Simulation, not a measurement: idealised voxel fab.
Presented below is a process module, voxel capacitor over wiring.
Cross-section cut spans 235 nm and uses square cells 5 nm in size.
Each cross-section below is a grid of square cells, stated as bands in top-down order, with one or more rows of cells making up each band. Top, bottom (nm), then materials left to right with widths (nm); lone material tagged "all across" fills the whole band edge to edge; "empty" = empty space. Measure heights from 0. That's the level where, below it, the as-received wafer is all one material. The lowest band is bottomless and extends downward; write it as in "0 down". With a width like "30->40", each row of cells in the band differs from the next by the same amount, the top row carrying the first number and the bottom row the second. "all unchanged" for a step: no cell of the cross-section changed in that step. The label "Closed void entries" introduces a list of the empty spaces, 8 cells or larger, that have no open way up to the top; each entry in it reads width x height at distance, where the distance is taken from the left edge and all three are stated in nm. The remark found on a step's line after its settings is issued by the simulator itself and pertains to that step. You can add "overlay nm" to a step's line. For a step with a mask, it describes how far the mask lay to the right of its planned position, and a negative number describes a lay to the left.
Steps in the process plan:
- 1: RECEIVE | material Si
- 2: CONFORMAL_DEP | material SiO2 | thk nm 10
- 3: DIRECTIONAL_DEP | material TiN | thk nm 5
- 4: DIRECTIONAL_DEP | material Ru | thk nm 25
- 5: DIRECTIONAL_DEP | material aC | thk nm 10
- 6: PATTERN | tone cover | mask id METAL_1 | material resist | width nm 30 | pitch nm 80 | thk nm 25 | overlay nm 0
- 7: DIRECTIONAL_ETCH | etch materials aC | depth nm 10
- 8: STRIP | etch materials resist
- 9: DIRECTIONAL_ETCH | etch materials Ru | depth nm 25
- 10: DIRECTIONAL_ETCH | etch materials TiN | depth nm 5
- 11: STRIP | etch materials aC
- 12: CONFORMAL_DEP | material SiCN | thk nm 5
- 13: FILL_DEP | material lowk | thk nm 10
- 14: CMP | height nm 40
- 15: CONFORMAL_DEP | material SiCN | thk nm 5
- 16: DIRECTIONAL_DEP | material lowk | thk nm 10
- 17: MASKED_ETCH | tone open | mask id PLUG_1 | width nm 15 | etch materials lowk | depth nm 10 | overlay nm -15
- 18: MASKED_ETCH | tone open | mask id PLUG_1 | width nm 15 | etch materials SiCN | depth nm 5 | overlay nm 0
- 19: CONFORMAL_DEP | material TiN | thk nm 5
- 20: FILL_DEP | material Cu | thk nm 10
- 21: CMP | height nm 55
- 22: DIRECTIONAL_DEP | material TiN | thk nm 10
- 23: DIRECTIONAL_DEP | material Al2O3 | thk nm 5
- 24: DIRECTIONAL_DEP | material TiN | thk nm 5
- 25: PATTERN | tone cover | mask id UPPER_PLATE | material resist | width nm 55 | thk nm 15 | overlay nm 0
- 26: DIRECTIONAL_ETCH | etch materials TiN | depth nm 5
- 27: DIRECTIONAL_ETCH | etch materials Al2O3 | depth nm 5
- 28: STRIP | etch materials resist
- 29: MASKED_ETCH | tone cover | mask id LOWER_PLATE | width nm 65 | etch materials TiN | depth nm 10 | overlay nm 0
- 30: FILL_DEP | material SiO2 | thk nm 15
- 31: CMP | height nm 85
- 32: PATTERN | tone open | mask id PLUG_2 | material resist | width nm 15 | thk nm 20 | overlay nm 0
- 33: DIRECTIONAL_ETCH | etch materials SiO2 | depth nm 10
- 34: STRIP | etch materials resist
- 35: CONFORMAL_DEP | material TiN | thk nm 5
- 36: FILL_DEP | material Cu | thk nm 10
- 37: CMP | height nm 85
- 38: CONFORMAL_DEP | material SiN | thk nm 5
The wafers are alike at the start. At step 17, their overlay nm differs. The plan lists the first wafer's value.
Received wafers, first of several: cross-section after step 1:
- 0 down: Si all across
- Closed void entries: none
The table below has one row for each wafer; a row shows, as of the end of the module, how many cells of each material the wafer has gained, marked (+), or lost, marked (-), since it was received, and then the wafer's closed voids:
overlay nm -15 | +11 Al2O3 | +2 Cu | +60 Ru | +102 SiCN | +47 SiN | +322 SiO2 | +59 TiN | +243 lowk | Closed void entries: none
overlay nm -10 | +11 Al2O3 | +2 Cu | +60 Ru | +101 SiCN | +47 SiN | +322 SiO2 | +60 TiN | +243 lowk | Closed void entries: none
overlay nm -5 | +11 Al2O3 | +2 Cu | +60 Ru | +100 SiCN | +47 SiN | +322 SiO2 | +61 TiN | +243 lowk | Closed void entries: none
overlay nm 0 | +11 Al2O3 | +3 Cu | +60 Ru | +99 SiCN | +47 SiN | +322 SiO2 | +61 TiN | +243 lowk | Closed void entries: none
overlay nm 5 | +11 Al2O3 | +2 Cu | +60 Ru | +100 SiCN | +47 SiN | +322 SiO2 | +61 TiN | +243 lowk | Closed void entries: none
overlay nm 10 | +11 Al2O3 | +2 Cu | +60 Ru | +101 SiCN | +47 SiN | +322 SiO2 | +60 TiN | +243 lowk | Closed void entries: none
overlay nm 15 | +11 Al2O3 | +2 Cu | +60 Ru | +102 SiCN | +47 SiN | +322 SiO2 | +59 TiN | +243 lowk | Closed void entries: none
